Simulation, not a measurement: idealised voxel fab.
Process module name: voxel wiring stack
Section cut is 180 nm wide and gridded with 5 nm square cells.
For the purposes of this document, a cross-section shall be understood as a grid of square cells, specified as bands listed in top-to-bottom order, each band consisting of one or more rows of cells.
Basically the band line says how high the top is and how high the bottom is, in nm, and then what's in it from left to right, every material with its width in nm. Empty space shows up as "air", and if a single material carries "everywhere" it runs the full band edge to edge.
Height 0 is the level under which the wafer as received is all one material. The lowest band goes on downwards, as in "0 -> down".
The width entry "30->40" should be interpreted row by row: the top row of cells in the band takes the first number, the bottom row takes the second number, and the change between adjacent rows is uniform throughout.
The cross-section has no changed cell in any step marked "nothing got changed".
Closed-off voids of 8+ cells (no open route to the top) go in "Sealed internal cavities", written width x height at distance from the left edge, in nm.
The remark found on a step's line after its settings is issued by the simulator itself and pertains to that step.
"overlay nm" on a masked step: distance the mask lay right of its planned place, negative for left.

LIST OF PLANNED PROCESS STEPS
1) RECEIVE: material Si
2) CONFORMAL_DEP: material SiO2, thk nm 15
3) CONFORMAL_DEP: material SiN, thk nm 5
4) DIRECTIONAL_DEP: material SiO2, thk nm 15
5) DIRECTIONAL_DEP: material aC, thk nm 15
6) PATTERN: tone open, mask id METAL_1, material resist, width nm 25, pitch nm 40, thk nm 35, overlay nm 0
7) DIRECTIONAL_ETCH: etch materials aC, depth nm 15
8) STRIP: etch materials resist
9) DIRECTIONAL_ETCH: etch materials SiO2, depth nm 15
10) DIRECTIONAL_ETCH: etch materials SiN, depth nm 5
11) STRIP: etch materials aC
12) CONFORMAL_DEP: material TiN, thk nm 5
13) FILL_DEP: material Cu, thk nm 5
14) CMP: height nm 35
15) EPI: material Ru, thk nm 5
16) FILL_DEP: material SiCN, thk nm 5
17) DIRECTIONAL_DEP: material SiO2, thk nm 10
18) PATTERN: tone open, mask id PLUG_1, material resist, width nm 15, pitch nm 40, thk nm 15, overlay nm 0
19) DIRECTIONAL_ETCH: etch materials SiO2, depth nm 10
20) DIRECTIONAL_ETCH: etch materials SiCN, depth nm 5
21) STRIP: etch materials resist
22) CONFORMAL_DEP: material TiN, thk nm 5
23) FILL_DEP: material Ru, thk nm 10
24) CMP: height nm 55
25) DIRECTIONAL_DEP: material TiN, thk nm 5
26) DIRECTIONAL_DEP: material W, thk nm 15
27) PATTERN: tone cover, mask id METAL_2, material resist, width nm 25, pitch nm 40, thk nm 20, overlay nm 0
28) DIRECTIONAL_ETCH: etch materials W, depth nm 15
29) DIRECTIONAL_ETCH: etch materials TiN, depth nm 5
30) STRIP: etch materials resist
31) CONFORMAL_DEP: material SiN, thk nm 5
32) FILL_DEP: material lowk, thk nm 10
33) CMP: height nm 75
34) CONFORMAL_DEP: material SiCN, thk nm 5
35) DIRECTIONAL_DEP: material SiO2, thk nm 30
36) DIRECTIONAL_DEP: material aC, thk nm 10
37) PATTERN: tone open, mask id METAL_3_HOLES, material resist, width nm 15, thk nm 30, overlay nm 0
38) DIRECTIONAL_ETCH: etch materials aC, depth nm 10
39) STRIP: etch materials resist
40) DIRECTIONAL_ETCH: etch materials SiO2, depth nm 30
41) STRIP: etch materials aC
42) DIRECTIONAL_DEP: material aC, thk nm 15
43) PATTERN: tone open, mask id METAL_3, material resist, width nm 25, pitch nm 40, thk nm 30, overlay nm 0
44) DIRECTIONAL_ETCH: etch materials aC, depth nm 15
45) STRIP: etch materials resist
46) DIRECTIONAL_ETCH: etch materials SiO2, depth nm 15
47) DIRECTIONAL_ETCH: etch materials SiCN, depth nm 5
48) STRIP: etch materials aC
49) CONFORMAL_DEP: material TiN, thk nm 5
50) FILL_DEP: material Cu, thk nm 5
51) CMP: height nm 110
52) CONFORMAL_DEP: material SiN, thk nm 5

ACCOUNT OF THE FIRST OF TWO WAFERS, WHICH WAS PROCESSED AS INTENDED

INCOMING WAFER, CROSS-SECTIONAL VIEW, POST STEP 1
- 0 -> down | Si everywhere
- Sealed internal cavities: none

CROSS-SECTIONAL REPRESENTATION OF THE WAFER AT THE CONCLUSION OF STEP 2
- 15 -> 0 | SiO2 everywhere
- Below 0, the layers are the same as they were.

CROSS-SECTIONAL REPRESENTATION OF THE WAFER AT THE CONCLUSION OF STEP 3
- 20 -> 15 | SiN everywhere
- Below 15, the layers are the same as they were.

CROSS-SECTIONAL REPRESENTATION OF THE WAFER AT THE CONCLUSION OF STEP 4
- 35 -> 20 | SiO2 everywhere
- Below 20, the layers are the same as they were.

CROSS-SECTIONAL REPRESENTATION OF THE WAFER AT THE CONCLUSION OF STEP 5
- 50 -> 35 | aC everywhere
- Below 35, the layers are the same as they were.

CROSS-SECTIONAL REPRESENTATION OF THE WAFER AT THE CONCLUSION OF STEP 6
- 85 -> 50 | 55 resist  25 air  15 resist  25 air  60 resist
- Below 50, the layers are the same as they were.

CROSS-SECTIONAL REPRESENTATION OF THE WAFER AT THE CONCLUSION OF STEP 7
- 70 -> 50 | 55 resist  25 air  15 resist  25 air  60 resist
- 50 -> 35 | 55 aC  25 air  15 aC  25 air  60 aC
- Below 35, the layers are the same as they were.

CROSS-SECTIONAL REPRESENTATION OF THE WAFER AT THE CONCLUSION OF STEP 8
- 50 -> 35 | 55 aC  25 air  15 aC  25 air  60 aC
- Below 35, the layers are the same as they were.

CROSS-SECTIONAL REPRESENTATION OF THE WAFER AT THE CONCLUSION OF STEP 9
- 50 -> 35 | 55 aC  25 air  15 aC  25 air  60 aC
- 35 -> 20 | 55 SiO2  25 air  15 SiO2  25 air  60 SiO2
- Below 20, the layers are the same as they were.

CROSS-SECTIONAL REPRESENTATION OF THE WAFER AT THE CONCLUSION OF STEP 10
- 50 -> 35 | 55 aC  25 air  15 aC  25 air  60 aC
- 35 -> 20 | 55 SiO2  25 air  15 SiO2  25 air  60 SiO2
- 20 -> 15 | 55 SiN  25 air  15 SiN  25 air  60 SiN
- Below 15, the layers are the same as they were.

CROSS-SECTIONAL REPRESENTATION OF THE WAFER AT THE CONCLUSION OF STEP 11
- 35 -> 20 | 55 SiO2  25 air  15 SiO2  25 air  60 SiO2
- Below 20, the layers are the same as they were.

CROSS-SECTIONAL REPRESENTATION OF THE WAFER AT THE CONCLUSION OF STEP 12
- 40 -> 35 | 60 TiN  15 air  25 TiN  15 air  65 TiN
- 35 -> 20 | 55 SiO2  5 TiN  15 air  5 TiN  15 SiO2  5 TiN  15 air  5 TiN  60 SiO2
- 20 -> 15 | 55 SiN  25 TiN  15 SiN  25 TiN  60 SiN
- Below 15, the layers are the same as they were.

CROSS-SECTIONAL REPRESENTATION OF THE WAFER AT THE CONCLUSION OF STEP 13
- 45 -> 40 | Cu everywhere
- 40 -> 35 | 60 TiN  15 Cu  25 TiN  15 Cu  65 TiN
- 35 -> 20 | 55 SiO2  5 TiN  15 Cu  5 TiN  15 SiO2  5 TiN  15 Cu  5 TiN  60 SiO2
- Below 20, the layers are the same as they were.

CROSS-SECTIONAL REPRESENTATION OF THE WAFER AT THE CONCLUSION OF STEP 14
- 35 -> 20 | 55 SiO2  5 TiN  15 Cu  5 TiN  15 SiO2  5 TiN  15 Cu  5 TiN  60 SiO2
- Below 20, the layers are the same as they were.

CROSS-SECTIONAL REPRESENTATION OF THE WAFER AT THE CONCLUSION OF STEP 15
- 40 -> 35 | 50 air  35 Ru  5 air  35 Ru  55 air
- Below 35, the layers are the same as they were.

CROSS-SECTIONAL REPRESENTATION OF THE WAFER AT THE CONCLUSION OF STEP 16
- 45 -> 40 | SiCN everywhere
- 40 -> 35 | 50 SiCN  35 Ru  5 SiCN  35 Ru  55 SiCN
- Below 35, the layers are the same as they were.

CROSS-SECTIONAL REPRESENTATION OF THE WAFER AT THE CONCLUSION OF STEP 17
- 55 -> 45 | SiO2 everywhere
- Below 45, the layers are the same as they were.

CROSS-SECTIONAL REPRESENTATION OF THE WAFER AT THE CONCLUSION OF STEP 18
- 70 -> 55 | 55 resist  15 air  25 resist  15 air  70 resist
- Below 55, the layers are the same as they were.

CROSS-SECTIONAL REPRESENTATION OF THE WAFER AT THE CONCLUSION OF STEP 19
- 70 -> 55 | 55 resist  15 air  25 resist  15 air  70 resist
- 55 -> 45 | 55 SiO2  15 air  25 SiO2  15 air  70 SiO2
- Below 45, the layers are the same as they were.

CROSS-SECTIONAL REPRESENTATION OF THE WAFER AT THE CONCLUSION OF STEP 20
- 70 -> 55 | 55 resist  15 air  25 resist  15 air  70 resist
- 55 -> 45 | 55 SiO2  15 air  25 SiO2  15 air  70 SiO2
- 45 -> 40 | 55 SiCN  15 air  25 SiCN  15 air  70 SiCN
- Below 40, the layers are the same as they were.

CROSS-SECTIONAL REPRESENTATION OF THE WAFER AT THE CONCLUSION OF STEP 21
- 55 -> 45 | 55 SiO2  15 air  25 SiO2  15 air  70 SiO2
- Below 45, the layers are the same as they were.

CROSS-SECTIONAL REPRESENTATION OF THE WAFER AT THE CONCLUSION OF STEP 22
- 60 -> 55 | 60 TiN  5 air  35 TiN  5 air  75 TiN
- 55 -> 45 | 55 SiO2  5 TiN  5 air  5 TiN  25 SiO2  5 TiN  5 air  5 TiN  70 SiO2
- 45 -> 40 | 55 SiCN  15 TiN  25 SiCN  15 TiN  70 SiCN
- Below 40, the layers are the same as they were.

CROSS-SECTIONAL REPRESENTATION OF THE WAFER AT THE CONCLUSION OF STEP 23
- 70 -> 60 | Ru everywhere
- 60 -> 55 | 60 TiN  5 Ru  35 TiN  5 Ru  75 TiN
- 55 -> 45 | 55 SiO2  5 TiN  5 Ru  5 TiN  25 SiO2  5 TiN  5 Ru  5 TiN  70 SiO2
- Below 45, the layers are the same as they were.

CROSS-SECTIONAL REPRESENTATION OF THE WAFER AT THE CONCLUSION OF STEP 24
- 55 -> 45 | 55 SiO2  5 TiN  5 Ru  5 TiN  25 SiO2  5 TiN  5 Ru  5 TiN  70 SiO2
- Below 45, the layers are the same as they were.

CROSS-SECTIONAL REPRESENTATION OF THE WAFER AT THE CONCLUSION OF STEP 25
- 60 -> 55 | TiN everywhere
- Below 55, the layers are the same as they were.

CROSS-SECTIONAL REPRESENTATION OF THE WAFER AT THE CONCLUSION OF STEP 26
- 75 -> 60 | W everywhere
- Below 60, the layers are the same as they were.

CROSS-SECTIONAL REPRESENTATION OF THE WAFER AT THE CONCLUSION OF STEP 27
- 95 -> 75 | 55 air  25 resist  15 air  25 resist  60 air
- Below 75, the layers are the same as they were.

CROSS-SECTIONAL REPRESENTATION OF THE WAFER AT THE CONCLUSION OF STEP 28
- 95 -> 75 | 55 air  25 resist  15 air  25 resist  60 air
- 75 -> 60 | 55 air  25 W  15 air  25 W  60 air
- Below 60, the layers are the same as they were.

CROSS-SECTIONAL REPRESENTATION OF THE WAFER AT THE CONCLUSION OF STEP 29
- 95 -> 75 | 55 air  25 resist  15 air  25 resist  60 air
- 75 -> 60 | 55 air  25 W  15 air  25 W  60 air
- 60 -> 55 | 55 air  25 TiN  15 air  25 TiN  60 air
- Below 55, the layers are the same as they were.

CROSS-SECTIONAL REPRESENTATION OF THE WAFER AT THE CONCLUSION OF STEP 30
- 75 -> 60 | 55 air  25 W  15 air  25 W  60 air
- Below 60, the layers are the same as they were.

CROSS-SECTIONAL REPRESENTATION OF THE WAFER AT THE CONCLUSION OF STEP 31
- 80 -> 75 | 50 air  35 SiN  5 air  35 SiN  55 air
- 75 -> 60 | 50 air  5 SiN  25 W  5 SiN  5 air  5 SiN  25 W  5 SiN  55 air
- 60 -> 55 | 55 SiN  25 TiN  15 SiN  25 TiN  60 SiN
- Below 55, the layers are the same as they were.

CROSS-SECTIONAL REPRESENTATION OF THE WAFER AT THE CONCLUSION OF STEP 32
- 90 -> 80 | lowk everywhere
- 80 -> 75 | 50 lowk  35 SiN  5 lowk  35 SiN  55 lowk
- 75 -> 60 | 50 lowk  5 SiN  25 W  5 SiN  5 lowk  5 SiN  25 W  5 SiN  55 lowk
- Below 60, the layers are the same as they were.

CROSS-SECTIONAL REPRESENTATION OF THE WAFER AT THE CONCLUSION OF STEP 33
- 75 -> 60 | 50 lowk  5 SiN  25 W  5 SiN  5 lowk  5 SiN  25 W  5 SiN  55 lowk
- Below 60, the layers are the same as they were.

CROSS-SECTIONAL REPRESENTATION OF THE WAFER AT THE CONCLUSION OF STEP 34
- 80 -> 75 | SiCN everywhere
- Below 75, the layers are the same as they were.

CROSS-SECTIONAL REPRESENTATION OF THE WAFER AT THE CONCLUSION OF STEP 35
- 110 -> 80 | SiO2 everywhere
- Below 80, the layers are the same as they were.

CROSS-SECTIONAL REPRESENTATION OF THE WAFER AT THE CONCLUSION OF STEP 36
- 120 -> 110 | aC everywhere
- Below 110, the layers are the same as they were.

CROSS-SECTIONAL REPRESENTATION OF THE WAFER AT THE CONCLUSION OF STEP 37
- 150 -> 120 | 55 resist  15 air  110 resist
- Below 120, the layers are the same as they were.

CROSS-SECTIONAL REPRESENTATION OF THE WAFER AT THE CONCLUSION OF STEP 38
- 140 -> 120 | 55 resist  15 air  110 resist
- 120 -> 110 | 55 aC  15 air  110 aC
- Below 110, the layers are the same as they were.

CROSS-SECTIONAL REPRESENTATION OF THE WAFER AT THE CONCLUSION OF STEP 39
- 120 -> 110 | 55 aC  15 air  110 aC
- Below 110, the layers are the same as they were.

CROSS-SECTIONAL REPRESENTATION OF THE WAFER AT THE CONCLUSION OF STEP 40
- 120 -> 110 | 55 aC  15 air  110 aC
- 110 -> 80 | 55 SiO2  15 air  110 SiO2
- Below 80, the layers are the same as they were.

CROSS-SECTIONAL REPRESENTATION OF THE WAFER AT THE CONCLUSION OF STEP 41
- 110 -> 80 | 55 SiO2  15 air  110 SiO2
- Below 80, the layers are the same as they were.

CROSS-SECTIONAL REPRESENTATION OF THE WAFER AT THE CONCLUSION OF STEP 42
- 125 -> 110 | 55 aC  15 air  110 aC
- 110 -> 95 | 55 SiO2  15 air  110 SiO2
- 95 -> 80 | 55 SiO2  15 aC  110 SiO2
- Below 80, the layers are the same as they were.

CROSS-SECTIONAL REPRESENTATION OF THE WAFER AT THE CONCLUSION OF STEP 43
- 155 -> 125 | 55 resist  25 air  15 resist  25 air  60 resist
- Below 125, the layers are the same as they were.

CROSS-SECTIONAL REPRESENTATION OF THE WAFER AT THE CONCLUSION OF STEP 44
- 140 -> 125 | 55 resist  25 air  15 resist  25 air  60 resist
- 125 -> 110 | 55 aC  25 air  15 aC  25 air  60 aC
- 110 -> 80 | 55 SiO2  15 air  110 SiO2
- Below 80, the layers are the same as they were.

CROSS-SECTIONAL REPRESENTATION OF THE WAFER AT THE CONCLUSION OF STEP 45
- 125 -> 110 | 55 aC  25 air  15 aC  25 air  60 aC
- Below 110, the layers are the same as they were.

CROSS-SECTIONAL REPRESENTATION OF THE WAFER AT THE CONCLUSION OF STEP 46
- 125 -> 110 | 55 aC  25 air  15 aC  25 air  60 aC
- 110 -> 95 | 55 SiO2  25 air  15 SiO2  25 air  60 SiO2
- Below 95, the layers are the same as they were.

CROSS-SECTIONAL REPRESENTATION OF THE WAFER AT THE CONCLUSION OF STEP 47
- 125 -> 110 | 55 aC  25 air  15 aC  25 air  60 aC
- 110 -> 95 | 55 SiO2  25 air  15 SiO2  25 air  60 SiO2
- 95 -> 80 | 55 SiO2  15 air  110 SiO2
- 80 -> 75 | 55 SiCN  15 air  110 SiCN
- Below 75, the layers are the same as they were.

CROSS-SECTIONAL REPRESENTATION OF THE WAFER AT THE CONCLUSION OF STEP 48
- 110 -> 95 | 55 SiO2  25 air  15 SiO2  25 air  60 SiO2
- Below 95, the layers are the same as they were.

CROSS-SECTIONAL REPRESENTATION OF THE WAFER AT THE CONCLUSION OF STEP 49
- 115 -> 110 | 60 TiN  15 air  25 TiN  15 air  65 TiN
- 110 -> 100 | 55 SiO2  5 TiN  15 air  5 TiN  15 SiO2  5 TiN  15 air  5 TiN  60 SiO2
- 100 -> 95 | 55 SiO2  5 TiN  5 air  15 TiN  15 SiO2  25 TiN  60 SiO2
- 95 -> 80 | 55 SiO2  5 TiN  5 air  5 TiN  110 SiO2
- 80 -> 75 | 55 SiCN  15 TiN  110 SiCN
- Below 75, the layers are the same as they were.

CROSS-SECTIONAL REPRESENTATION OF THE WAFER AT THE CONCLUSION OF STEP 50
- 120 -> 115 | Cu everywhere
- 115 -> 110 | 60 TiN  15 Cu  25 TiN  15 Cu  65 TiN
- 110 -> 100 | 55 SiO2  5 TiN  15 Cu  5 TiN  15 SiO2  5 TiN  15 Cu  5 TiN  60 SiO2
- 100 -> 95 | 55 SiO2  5 TiN  5 Cu  15 TiN  15 SiO2  25 TiN  60 SiO2
- 95 -> 80 | 55 SiO2  5 TiN  5 Cu  5 TiN  110 SiO2
- Below 80, the layers are the same as they were.

CROSS-SECTIONAL REPRESENTATION OF THE WAFER AT THE CONCLUSION OF STEP 51
- 110 -> 100 | 55 SiO2  5 TiN  15 Cu  5 TiN  15 SiO2  5 TiN  15 Cu  5 TiN  60 SiO2
- Below 100, the layers are the same as they were.

CROSS-SECTIONAL REPRESENTATION OF THE WAFER AT THE CONCLUSION OF STEP 52
- 115 -> 110 | SiN everywhere
- Below 110, the layers are the same as they were.

REGARDING THE SECOND OF THE TWO WAFERS: IT SHARED THE FIRST WAFER'S STARTING CONDITION AND PROCESS PLAN, YET ONE ERROR OCCURRED DURING ITS EXECUTION. ITS HISTORY COINCIDES WITH THAT OF THE FIRST WAFER UP TO AND INCLUDING STEP 26

CROSS-SECTION OF THE SECOND WAFER CORRESPONDING TO THE PLANNED CONCLUSION OF STEP 27
- 95 -> 75 | 60 air  25 resist  15 air  25 resist  55 air
- Below 75, the layers are the same as they were.

CROSS-SECTION OF THE SECOND WAFER CORRESPONDING TO THE PLANNED CONCLUSION OF STEP 28
- 95 -> 75 | 60 air  25 resist  15 air  25 resist  55 air
- 75 -> 60 | 60 air  25 W  15 air  25 W  55 air
- Below 60, the layers are the same as they were.

CROSS-SECTION OF THE SECOND WAFER CORRESPONDING TO THE PLANNED CONCLUSION OF STEP 29
- 95 -> 75 | 60 air  25 resist  15 air  25 resist  55 air
- 75 -> 60 | 60 air  25 W  15 air  25 W  55 air
- 60 -> 55 | 60 air  25 TiN  15 air  25 TiN  55 air
- Below 55, the layers are the same as they were.

CROSS-SECTION OF THE SECOND WAFER CORRESPONDING TO THE PLANNED CONCLUSION OF STEP 30
- 75 -> 60 | 60 air  25 W  15 air  25 W  55 air
- Below 60, the layers are the same as they were.

CROSS-SECTION OF THE SECOND WAFER CORRESPONDING TO THE PLANNED CONCLUSION OF STEP 31
- 80 -> 75 | 55 air  35 SiN  5 air  35 SiN  50 air
- 75 -> 60 | 55 air  5 SiN  25 W  5 SiN  5 air  5 SiN  25 W  5 SiN  50 air
- 60 -> 55 | 60 SiN  25 TiN  15 SiN  25 TiN  55 SiN
- Below 55, the layers are the same as they were.

CROSS-SECTION OF THE SECOND WAFER CORRESPONDING TO THE PLANNED CONCLUSION OF STEP 32
- 90 -> 80 | lowk everywhere
- 80 -> 75 | 55 lowk  35 SiN  5 lowk  35 SiN  50 lowk
- 75 -> 60 | 55 lowk  5 SiN  25 W  5 SiN  5 lowk  5 SiN  25 W  5 SiN  50 lowk
- Below 60, the layers are the same as they were.

CROSS-SECTION OF THE SECOND WAFER CORRESPONDING TO THE PLANNED CONCLUSION OF STEP 33
- 75 -> 60 | 55 lowk  5 SiN  25 W  5 SiN  5 lowk  5 SiN  25 W  5 SiN  50 lowk
- Below 60, the layers are the same as they were.

CROSS-SECTION OF THE SECOND WAFER CORRESPONDING TO THE PLANNED CONCLUSION OF STEP 34
- 80 -> 75 | SiCN everywhere
- Below 75, the layers are the same as they were.

CROSS-SECTION OF THE SECOND WAFER CORRESPONDING TO THE PLANNED CONCLUSION OF STEP 35
- 110 -> 80 | SiO2 everywhere
- Below 80, the layers are the same as they were.

CROSS-SECTION OF THE SECOND WAFER CORRESPONDING TO THE PLANNED CONCLUSION OF STEP 36
- 120 -> 110 | aC everywhere
- Below 110, the layers are the same as they were.

CROSS-SECTION OF THE SECOND WAFER CORRESPONDING TO THE PLANNED CONCLUSION OF STEP 37
- 150 -> 120 | 55 resist  15 air  110 resist
- Below 120, the layers are the same as they were.

CROSS-SECTION OF THE SECOND WAFER CORRESPONDING TO THE PLANNED CONCLUSION OF STEP 38
- 140 -> 120 | 55 resist  15 air  110 resist
- 120 -> 110 | 55 aC  15 air  110 aC
- Below 110, the layers are the same as they were.

CROSS-SECTION OF THE SECOND WAFER CORRESPONDING TO THE PLANNED CONCLUSION OF STEP 39
- 120 -> 110 | 55 aC  15 air  110 aC
- Below 110, the layers are the same as they were.

CROSS-SECTION OF THE SECOND WAFER CORRESPONDING TO THE PLANNED CONCLUSION OF STEP 40
- 120 -> 110 | 55 aC  15 air  110 aC
- 110 -> 80 | 55 SiO2  15 air  110 SiO2
- Below 80, the layers are the same as they were.

CROSS-SECTION OF THE SECOND WAFER CORRESPONDING TO THE PLANNED CONCLUSION OF STEP 41
- 110 -> 80 | 55 SiO2  15 air  110 SiO2
- Below 80, the layers are the same as they were.

CROSS-SECTION OF THE SECOND WAFER CORRESPONDING TO THE PLANNED CONCLUSION OF STEP 42
- 125 -> 110 | 55 aC  15 air  110 aC
- 110 -> 95 | 55 SiO2  15 air  110 SiO2
- 95 -> 80 | 55 SiO2  15 aC  110 SiO2
- Below 80, the layers are the same as they were.

CROSS-SECTION OF THE SECOND WAFER CORRESPONDING TO THE PLANNED CONCLUSION OF STEP 43
- 155 -> 125 | 55 resist  25 air  15 resist  25 air  60 resist
- Below 125, the layers are the same as they were.

CROSS-SECTION OF THE SECOND WAFER CORRESPONDING TO THE PLANNED CONCLUSION OF STEP 44
- 140 -> 125 | 55 resist  25 air  15 resist  25 air  60 resist
- 125 -> 110 | 55 aC  25 air  15 aC  25 air  60 aC
- 110 -> 80 | 55 SiO2  15 air  110 SiO2
- Below 80, the layers are the same as they were.

CROSS-SECTION OF THE SECOND WAFER CORRESPONDING TO THE PLANNED CONCLUSION OF STEP 45
- 125 -> 110 | 55 aC  25 air  15 aC  25 air  60 aC
- Below 110, the layers are the same as they were.

CROSS-SECTION OF THE SECOND WAFER CORRESPONDING TO THE PLANNED CONCLUSION OF STEP 46
- 125 -> 110 | 55 aC  25 air  15 aC  25 air  60 aC
- 110 -> 95 | 55 SiO2  25 air  15 SiO2  25 air  60 SiO2
- Below 95, the layers are the same as they were.

CROSS-SECTION OF THE SECOND WAFER CORRESPONDING TO THE PLANNED CONCLUSION OF STEP 47
- 125 -> 110 | 55 aC  25 air  15 aC  25 air  60 aC
- 110 -> 95 | 55 SiO2  25 air  15 SiO2  25 air  60 SiO2
- 95 -> 80 | 55 SiO2  15 air  110 SiO2
- 80 -> 75 | 55 SiCN  15 air  110 SiCN
- Below 75, the layers are the same as they were.

CROSS-SECTION OF THE SECOND WAFER CORRESPONDING TO THE PLANNED CONCLUSION OF STEP 48
- 110 -> 95 | 55 SiO2  25 air  15 SiO2  25 air  60 SiO2
- Below 95, the layers are the same as they were.

CROSS-SECTION OF THE SECOND WAFER CORRESPONDING TO THE PLANNED CONCLUSION OF STEP 49
- 115 -> 110 | 60 TiN  15 air  25 TiN  15 air  65 TiN
- 110 -> 100 | 55 SiO2  5 TiN  15 air  5 TiN  15 SiO2  5 TiN  15 air  5 TiN  60 SiO2
- 100 -> 95 | 55 SiO2  5 TiN  5 air  15 TiN  15 SiO2  25 TiN  60 SiO2
- 95 -> 80 | 55 SiO2  5 TiN  5 air  5 TiN  110 SiO2
- 80 -> 75 | 55 SiCN  15 TiN  110 SiCN
- Below 75, the layers are the same as they were.

CROSS-SECTION OF THE SECOND WAFER CORRESPONDING TO THE PLANNED CONCLUSION OF STEP 50
- 120 -> 115 | Cu everywhere
- 115 -> 110 | 60 TiN  15 Cu  25 TiN  15 Cu  65 TiN
- 110 -> 100 | 55 SiO2  5 TiN  15 Cu  5 TiN  15 SiO2  5 TiN  15 Cu  5 TiN  60 SiO2
- 100 -> 95 | 55 SiO2  5 TiN  5 Cu  15 TiN  15 SiO2  25 TiN  60 SiO2
- 95 -> 80 | 55 SiO2  5 TiN  5 Cu  5 TiN  110 SiO2
- Below 80, the layers are the same as they were.

CROSS-SECTION OF THE SECOND WAFER CORRESPONDING TO THE PLANNED CONCLUSION OF STEP 51
- 110 -> 100 | 55 SiO2  5 TiN  15 Cu  5 TiN  15 SiO2  5 TiN  15 Cu  5 TiN  60 SiO2
- Below 100, the layers are the same as they were.

CROSS-SECTION OF THE SECOND WAFER CORRESPONDING TO THE PLANNED CONCLUSION OF STEP 52
- 115 -> 110 | SiN everywhere
- Below 110, the layers are the same as they were.
Deviation noted in wafer processing: rather than as planned, step 27 actually ran as PATTERN: tone cover, mask id METAL_2, material resist, width nm 25, pitch nm 40, thk nm 20, overlay nm 5
The concluding comparison shows that, measured in cells, each material is equally abundant on both wafers, albeit at different positions.
